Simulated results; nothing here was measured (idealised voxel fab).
The process module presented herein is designated voxel self aligned vias.
The width of the displayed cross-section, cut, is 245 nm; its cells are square, with a size of 5 nm.
Cross-section layout: square cells on a grid; listed as bands, top to bottom; a band spans one or more cell rows.
The entry gives the band's vertical extent as a top height and a bottom height in nm, then its horizontal make-up as materials from left to right, each with a width in nm. "blank" stands for empty space; a single material marked "everywhere" fills the band edge to edge.
Heights from 0 (as-received wafer is one material below). Bottom band endless downward, as "0 and below".
Width: "30->40" (first number = top row, second number = bottom row, same change from row to row of cells).
Step marked "nothing was modified"? Then no cell in the cross-section changed in it.
"Completely enclosed voids": empty spaces of 8 cells or more with no open way to the top, each given as width x height at distance, distance from the left edge, all in nm.
On a step's line, text after the settings is the simulator commenting on that step.
Steps that use a mask can have "overlay nm" on their line. It says how far the mask sat to the right of where it was meant to be. Negative means to the left.

PLAN
| 1 | RECEIVE, material Si |
| 2 | CONFORMAL_DEP, material SiO2, thk nm 10 |
| 3 | CONFORMAL_DEP, material SiCN, thk nm 5 |
| 4 | DIRECTIONAL_DEP, material SiO2, thk nm 30 |
| 5 | PATTERN, tone open, mask id LINES, material resist, width nm 30, pitch nm 70, thk nm 15, overlay nm 0 |
| 6 | DIRECTIONAL_ETCH, etch materials SiO2, depth nm 30 |
| 7 | STRIP, etch materials resist |
| 8 | CONFORMAL_DEP, material TiN, thk nm 5 |
| 9 | FILL_DEP, material Ru, thk nm 5 |
| 10 | CMP, height nm 45 |
| 11 | SELECTIVE_ETCH, etch materials W Ru TiN, depth nm 5 |
| 12 | FILL_DEP, material SiN, thk nm 5 |
| 13 | CMP, height nm 45 |
| 14 | DIRECTIONAL_DEP, material SiO2, thk nm 20 |
| 15 | DIRECTIONAL_DEP, material aC, thk nm 15 |
| 16 | PATTERN, tone open, mask id VIAS, material resist, width nm 50, pitch nm 140, thk nm 35, overlay nm 0 |
| 17 | DIRECTIONAL_ETCH, etch materials aC, depth nm 15 |
| 18 | STRIP, etch materials resist |
| 19 | DIRECTIONAL_ETCH, etch materials SiO2, depth nm 20 |
| 20 | DIRECTIONAL_ETCH, etch materials SiN, depth nm 5 |
| 21 | STRIP, etch materials aC |
| 22 | CONFORMAL_DEP, material TiN, thk nm 5 |
| 23 | FILL_DEP, material W, thk nm 5 |
| 24 | CMP, height nm 65 |
| 25 | CONFORMAL_DEP, material SiN, thk nm 5 |

RUN AS PLANNED: FIRST OF TWO WAFERS

CROSS-SECTIONAL VIEW OF THE WAFER IN ITS AS-RECEIVED CONDITION, CORRESPONDING TO THE STATE AFTER STEP 1
* 0 and below  Si everywhere
* Completely enclosed voids: none

PRESENTED HERE IS A CROSS-SECTION OF THE WAFER AFTER STEP 2 HAS BEEN PERFORMED
* 10 down to 0  SiO2 everywhere
* Nothing below the height 0 has changed.

PRESENTED HERE IS A CROSS-SECTION OF THE WAFER AFTER STEP 3 HAS BEEN PERFORMED
* 15 down to 10  SiCN everywhere
* Nothing below the height 10 has changed.

PRESENTED HERE IS A CROSS-SECTION OF THE WAFER AFTER STEP 4 HAS BEEN PERFORMED
* 45 down to 15  SiO2 everywhere
* Nothing below the height 15 has changed.

PRESENTED HERE IS A CROSS-SECTION OF THE WAFER AFTER STEP 5 HAS BEEN PERFORMED
* 60 down to 45  35 resist; 30 blank; 40 resist; 30 blank; 40 resist; 30 blank; 40 resist
* Nothing below the height 45 has changed.

PRESENTED HERE IS A CROSS-SECTION OF THE WAFER AFTER STEP 6 HAS BEEN PERFORMED
* 60 down to 45  35 resist; 30 blank; 40 resist; 30 blank; 40 resist; 30 blank; 40 resist
* 45 down to 15  35 SiO2; 30 blank; 40 SiO2; 30 blank; 40 SiO2; 30 blank; 40 SiO2
* Nothing below the height 15 has changed.

PRESENTED HERE IS A CROSS-SECTION OF THE WAFER AFTER STEP 7 HAS BEEN PERFORMED
* 45 down to 15  35 SiO2; 30 blank; 40 SiO2; 30 blank; 40 SiO2; 30 blank; 40 SiO2
* Nothing below the height 15 has changed.

PRESENTED HERE IS A CROSS-SECTION OF THE WAFER AFTER STEP 8 HAS BEEN PERFORMED
* 50 down to 45  40 TiN; 20 blank; 50 TiN; 20 blank; 50 TiN; 20 blank; 45 TiN
* 45 down to 20  35 SiO2; 5 TiN; 20 blank; 5 TiN; 40 SiO2; 5 TiN; 20 blank; 5 TiN; 40 SiO2; 5 TiN; 20 blank; 5 TiN; 40 SiO2
* 20 down to 15  35 SiO2; 30 TiN; 40 SiO2; 30 TiN; 40 SiO2; 30 TiN; 40 SiO2
* Nothing below the height 15 has changed.

PRESENTED HERE IS A CROSS-SECTION OF THE WAFER AFTER STEP 9 HAS BEEN PERFORMED
* 55 down to 50  Ru everywhere
* 50 down to 45  40 TiN; 20 Ru; 50 TiN; 20 Ru; 50 TiN; 20 Ru; 45 TiN
* 45 down to 20  35 SiO2; 5 TiN; 20 Ru; 5 TiN; 40 SiO2; 5 TiN; 20 Ru; 5 TiN; 40 SiO2; 5 TiN; 20 Ru; 5 TiN; 40 SiO2
* Nothing below the height 20 has changed.

PRESENTED HERE IS A CROSS-SECTION OF THE WAFER AFTER STEP 10 HAS BEEN PERFORMED
* 45 down to 20  35 SiO2; 5 TiN; 20 Ru; 5 TiN; 40 SiO2; 5 TiN; 20 Ru; 5 TiN; 40 SiO2; 5 TiN; 20 Ru; 5 TiN; 40 SiO2
* Nothing below the height 20 has changed.

PRESENTED HERE IS A CROSS-SECTION OF THE WAFER AFTER STEP 11 HAS BEEN PERFORMED
* 45 down to 40  35 SiO2; 30 blank; 40 SiO2; 30 blank; 40 SiO2; 30 blank; 40 SiO2
* Nothing below the height 40 has changed.

PRESENTED HERE IS A CROSS-SECTION OF THE WAFER AFTER STEP 12 HAS BEEN PERFORMED
* 50 down to 45  SiN everywhere
* 45 down to 40  35 SiO2; 30 SiN; 40 SiO2; 30 SiN; 40 SiO2; 30 SiN; 40 SiO2
* Nothing below the height 40 has changed.

PRESENTED HERE IS A CROSS-SECTION OF THE WAFER AFTER STEP 13 HAS BEEN PERFORMED
* 45 down to 40  35 SiO2; 30 SiN; 40 SiO2; 30 SiN; 40 SiO2; 30 SiN; 40 SiO2
* Nothing below the height 40 has changed.

PRESENTED HERE IS A CROSS-SECTION OF THE WAFER AFTER STEP 14 HAS BEEN PERFORMED
* 65 down to 45  SiO2 everywhere
* Nothing below the height 45 has changed.

PRESENTED HERE IS A CROSS-SECTION OF THE WAFER AFTER STEP 15 HAS BEEN PERFORMED
* 80 down to 65  aC everywhere
* Nothing below the height 65 has changed.

PRESENTED HERE IS A CROSS-SECTION OF THE WAFER AFTER STEP 16 HAS BEEN PERFORMED
* 115 down to 80  25 resist; 50 blank; 90 resist; 50 blank; 30 resist
* Nothing below the height 80 has changed.

PRESENTED HERE IS A CROSS-SECTION OF THE WAFER AFTER STEP 17 HAS BEEN PERFORMED
* 100 down to 80  25 resist; 50 blank; 90 resist; 50 blank; 30 resist
* 80 down to 65  25 aC; 50 blank; 90 aC; 50 blank; 30 aC
* Nothing below the height 65 has changed.

PRESENTED HERE IS A CROSS-SECTION OF THE WAFER AFTER STEP 18 HAS BEEN PERFORMED
* 80 down to 65  25 aC; 50 blank; 90 aC; 50 blank; 30 aC
* Nothing below the height 65 has changed.

PRESENTED HERE IS A CROSS-SECTION OF THE WAFER AFTER STEP 19 HAS BEEN PERFORMED
* 80 down to 65  25 aC; 50 blank; 90 aC; 50 blank; 30 aC
* 65 down to 45  25 SiO2; 50 blank; 90 SiO2; 50 blank; 30 SiO2
* Nothing below the height 45 has changed.

PRESENTED HERE IS A CROSS-SECTION OF THE WAFER AFTER STEP 20 HAS BEEN PERFORMED
* 80 down to 65  25 aC; 50 blank; 90 aC; 50 blank; 30 aC
* 65 down to 45  25 SiO2; 50 blank; 90 SiO2; 50 blank; 30 SiO2
* 45 down to 40  35 SiO2; 30 blank; 40 SiO2; 30 SiN; 40 SiO2; 30 blank; 40 SiO2
* Nothing below the height 40 has changed.

PRESENTED HERE IS A CROSS-SECTION OF THE WAFER AFTER STEP 21 HAS BEEN PERFORMED
* 65 down to 45  25 SiO2; 50 blank; 90 SiO2; 50 blank; 30 SiO2
* Nothing below the height 45 has changed.

PRESENTED HERE IS A CROSS-SECTION OF THE WAFER AFTER STEP 22 HAS BEEN PERFORMED
* 70 down to 65  30 TiN; 40 blank; 100 TiN; 40 blank; 35 TiN
* 65 down to 50  25 SiO2; 5 TiN; 40 blank; 5 TiN; 90 SiO2; 5 TiN; 40 blank; 5 TiN; 30 SiO2
* 50 down to 45  25 SiO2; 15 TiN; 20 blank; 15 TiN; 90 SiO2; 15 TiN; 20 blank; 15 TiN; 30 SiO2
* 45 down to 40  35 SiO2; 30 TiN; 40 SiO2; 30 SiN; 40 SiO2; 30 TiN; 40 SiO2
* Nothing below the height 40 has changed.

PRESENTED HERE IS A CROSS-SECTION OF THE WAFER AFTER STEP 23 HAS BEEN PERFORMED
* 75 down to 70  W everywhere
* 70 down to 65  30 TiN; 40 W; 100 TiN; 40 W; 35 TiN
* 65 down to 50  25 SiO2; 5 TiN; 40 W; 5 TiN; 90 SiO2; 5 TiN; 40 W; 5 TiN; 30 SiO2
* 50 down to 45  25 SiO2; 15 TiN; 20 W; 15 TiN; 90 SiO2; 15 TiN; 20 W; 15 TiN; 30 SiO2
* Nothing below the height 45 has changed.

PRESENTED HERE IS A CROSS-SECTION OF THE WAFER AFTER STEP 24 HAS BEEN PERFORMED
* 65 down to 50  25 SiO2; 5 TiN; 40 W; 5 TiN; 90 SiO2; 5 TiN; 40 W; 5 TiN; 30 SiO2
* Nothing below the height 50 has changed.

PRESENTED HERE IS A CROSS-SECTION OF THE WAFER AFTER STEP 25 HAS BEEN PERFORMED
* 70 down to 65  SiN everywhere
* Nothing below the height 65 has changed.

NOTES, SECOND WAFER: START = FIRST WAFER'S, PLAN = FIRST WAFER'S, EXECUTION HAD ONE MISTAKE; HISTORY IDENTICAL TO FIRST THROUGH STEP 1

CROSS-SECTION OF THE SECOND WAFER AT THE TIME BY WHICH STEP 2 SHOULD HAVE BEEN COMPLETED ACCORDING TO THE PLAN
* 10 down to 0  W everywhere
* Nothing below the height 0 has changed.

CROSS-SECTION OF THE SECOND WAFER AT THE TIME BY WHICH STEP 3 SHOULD HAVE BEEN COMPLETED ACCORDING TO THE PLAN
* 15 down to 10  SiCN everywhere
* Nothing below the height 10 has changed.

CROSS-SECTION OF THE SECOND WAFER AT THE TIME BY WHICH STEP 4 SHOULD HAVE BEEN COMPLETED ACCORDING TO THE PLAN
* 45 down to 15  SiO2 everywhere
* Nothing below the height 15 has changed.

CROSS-SECTION OF THE SECOND WAFER AT THE TIME BY WHICH STEP 5 SHOULD HAVE BEEN COMPLETED ACCORDING TO THE PLAN
* 60 down to 45  35 resist; 30 blank; 40 resist; 30 blank; 40 resist; 30 blank; 40 resist
* Nothing below the height 45 has changed.

CROSS-SECTION OF THE SECOND WAFER AT THE TIME BY WHICH STEP 6 SHOULD HAVE BEEN COMPLETED ACCORDING TO THE PLAN
* 60 down to 45  35 resist; 30 blank; 40 resist; 30 blank; 40 resist; 30 blank; 40 resist
* 45 down to 15  35 SiO2; 30 blank; 40 SiO2; 30 blank; 40 SiO2; 30 blank; 40 SiO2
* Nothing below the height 15 has changed.

CROSS-SECTION OF THE SECOND WAFER AT THE TIME BY WHICH STEP 7 SHOULD HAVE BEEN COMPLETED ACCORDING TO THE PLAN
* 45 down to 15  35 SiO2; 30 blank; 40 SiO2; 30 blank; 40 SiO2; 30 blank; 40 SiO2
* Nothing below the height 15 has changed.

CROSS-SECTION OF THE SECOND WAFER AT THE TIME BY WHICH STEP 8 SHOULD HAVE BEEN COMPLETED ACCORDING TO THE PLAN
* 50 down to 45  40 TiN; 20 blank; 50 TiN; 20 blank; 50 TiN; 20 blank; 45 TiN
* 45 down to 20  35 SiO2; 5 TiN; 20 blank; 5 TiN; 40 SiO2; 5 TiN; 20 blank; 5 TiN; 40 SiO2; 5 TiN; 20 blank; 5 TiN; 40 SiO2
* 20 down to 15  35 SiO2; 30 TiN; 40 SiO2; 30 TiN; 40 SiO2; 30 TiN; 40 SiO2
* Nothing below the height 15 has changed.

CROSS-SECTION OF THE SECOND WAFER AT THE TIME BY WHICH STEP 9 SHOULD HAVE BEEN COMPLETED ACCORDING TO THE PLAN
* 55 down to 50  Ru everywhere
* 50 down to 45  40 TiN; 20 Ru; 50 TiN; 20 Ru; 50 TiN; 20 Ru; 45 TiN
* 45 down to 20  35 SiO2; 5 TiN; 20 Ru; 5 TiN; 40 SiO2; 5 TiN; 20 Ru; 5 TiN; 40 SiO2; 5 TiN; 20 Ru; 5 TiN; 40 SiO2
* Nothing below the height 20 has changed.

CROSS-SECTION OF THE SECOND WAFER AT THE TIME BY WHICH STEP 10 SHOULD HAVE BEEN COMPLETED ACCORDING TO THE PLAN
* 45 down to 20  35 SiO2; 5 TiN; 20 Ru; 5 TiN; 40 SiO2; 5 TiN; 20 Ru; 5 TiN; 40 SiO2; 5 TiN; 20 Ru; 5 TiN; 40 SiO2
* Nothing below the height 20 has changed.

CROSS-SECTION OF THE SECOND WAFER AT THE TIME BY WHICH STEP 11 SHOULD HAVE BEEN COMPLETED ACCORDING TO THE PLAN
* 45 down to 40  35 SiO2; 30 blank; 40 SiO2; 30 blank; 40 SiO2; 30 blank; 40 SiO2
* Nothing below the height 40 has changed.

CROSS-SECTION OF THE SECOND WAFER AT THE TIME BY WHICH STEP 12 SHOULD HAVE BEEN COMPLETED ACCORDING TO THE PLAN
* 50 down to 45  SiN everywhere
* 45 down to 40  35 SiO2; 30 SiN; 40 SiO2; 30 SiN; 40 SiO2; 30 SiN; 40 SiO2
* Nothing below the height 40 has changed.

CROSS-SECTION OF THE SECOND WAFER AT THE TIME BY WHICH STEP 13 SHOULD HAVE BEEN COMPLETED ACCORDING TO THE PLAN
* 45 down to 40  35 SiO2; 30 SiN; 40 SiO2; 30 SiN; 40 SiO2; 30 SiN; 40 SiO2
* Nothing below the height 40 has changed.

CROSS-SECTION OF THE SECOND WAFER AT THE TIME BY WHICH STEP 14 SHOULD HAVE BEEN COMPLETED ACCORDING TO THE PLAN
* 65 down to 45  SiO2 everywhere
* Nothing below the height 45 has changed.

CROSS-SECTION OF THE SECOND WAFER AT THE TIME BY WHICH STEP 15 SHOULD HAVE BEEN COMPLETED ACCORDING TO THE PLAN
* 80 down to 65  aC everywhere
* Nothing below the height 65 has changed.

CROSS-SECTION OF THE SECOND WAFER AT THE TIME BY WHICH STEP 16 SHOULD HAVE BEEN COMPLETED ACCORDING TO THE PLAN
* 115 down to 80  25 resist; 50 blank; 90 resist; 50 blank; 30 resist
* Nothing below the height 80 has changed.

CROSS-SECTION OF THE SECOND WAFER AT THE TIME BY WHICH STEP 17 SHOULD HAVE BEEN COMPLETED ACCORDING TO THE PLAN
* 100 down to 80  25 resist; 50 blank; 90 resist; 50 blank; 30 resist
* 80 down to 65  25 aC; 50 blank; 90 aC; 50 blank; 30 aC
* Nothing below the height 65 has changed.

CROSS-SECTION OF THE SECOND WAFER AT THE TIME BY WHICH STEP 18 SHOULD HAVE BEEN COMPLETED ACCORDING TO THE PLAN
* 80 down to 65  25 aC; 50 blank; 90 aC; 50 blank; 30 aC
* Nothing below the height 65 has changed.

CROSS-SECTION OF THE SECOND WAFER AT THE TIME BY WHICH STEP 19 SHOULD HAVE BEEN COMPLETED ACCORDING TO THE PLAN
* 80 down to 65  25 aC; 50 blank; 90 aC; 50 blank; 30 aC
* 65 down to 45  25 SiO2; 50 blank; 90 SiO2; 50 blank; 30 SiO2
* Nothing below the height 45 has changed.

CROSS-SECTION OF THE SECOND WAFER AT THE TIME BY WHICH STEP 20 SHOULD HAVE BEEN COMPLETED ACCORDING TO THE PLAN
* 80 down to 65  25 aC; 50 blank; 90 aC; 50 blank; 30 aC
* 65 down to 45  25 SiO2; 50 blank; 90 SiO2; 50 blank; 30 SiO2
* 45 down to 40  35 SiO2; 30 blank; 40 SiO2; 30 SiN; 40 SiO2; 30 blank; 40 SiO2
* Nothing below the height 40 has changed.

CROSS-SECTION OF THE SECOND WAFER AT THE TIME BY WHICH STEP 21 SHOULD HAVE BEEN COMPLETED ACCORDING TO THE PLAN
* 65 down to 45  25 SiO2; 50 blank; 90 SiO2; 50 blank; 30 SiO2
* Nothing below the height 45 has changed.

CROSS-SECTION OF THE SECOND WAFER AT THE TIME BY WHICH STEP 22 SHOULD HAVE BEEN COMPLETED ACCORDING TO THE PLAN
* 70 down to 65  30 TiN; 40 blank; 100 TiN; 40 blank; 35 TiN
* 65 down to 50  25 SiO2; 5 TiN; 40 blank; 5 TiN; 90 SiO2; 5 TiN; 40 blank; 5 TiN; 30 SiO2
* 50 down to 45  25 SiO2; 15 TiN; 20 blank; 15 TiN; 90 SiO2; 15 TiN; 20 blank; 15 TiN; 30 SiO2
* 45 down to 40  35 SiO2; 30 TiN; 40 SiO2; 30 SiN; 40 SiO2; 30 TiN; 40 SiO2
* Nothing below the height 40 has changed.

CROSS-SECTION OF THE SECOND WAFER AT THE TIME BY WHICH STEP 23 SHOULD HAVE BEEN COMPLETED ACCORDING TO THE PLAN
* 75 down to 70  W everywhere
* 70 down to 65  30 TiN; 40 W; 100 TiN; 40 W; 35 TiN
* 65 down to 50  25 SiO2; 5 TiN; 40 W; 5 TiN; 90 SiO2; 5 TiN; 40 W; 5 TiN; 30 SiO2
* 50 down to 45  25 SiO2; 15 TiN; 20 W; 15 TiN; 90 SiO2; 15 TiN; 20 W; 15 TiN; 30 SiO2
* Nothing below the height 45 has changed.

CROSS-SECTION OF THE SECOND WAFER AT THE TIME BY WHICH STEP 24 SHOULD HAVE BEEN COMPLETED ACCORDING TO THE PLAN
* 65 down to 50  25 SiO2; 5 TiN; 40 W; 5 TiN; 90 SiO2; 5 TiN; 40 W; 5 TiN; 30 SiO2
* Nothing below the height 50 has changed.

CROSS-SECTION OF THE SECOND WAFER AT THE TIME BY WHICH STEP 25 SHOULD HAVE BEEN COMPLETED ACCORDING TO THE PLAN
* 70 down to 65  SiN everywhere
* Nothing below the height 65 has changed.
What was done differently from what was planned? step 2 changed vs plan, executed as CONFORMAL_DEP, material W, thk nm 10
Final cells, second wafer relative to first, materials higher or lower: -98 SiO2; +98 W
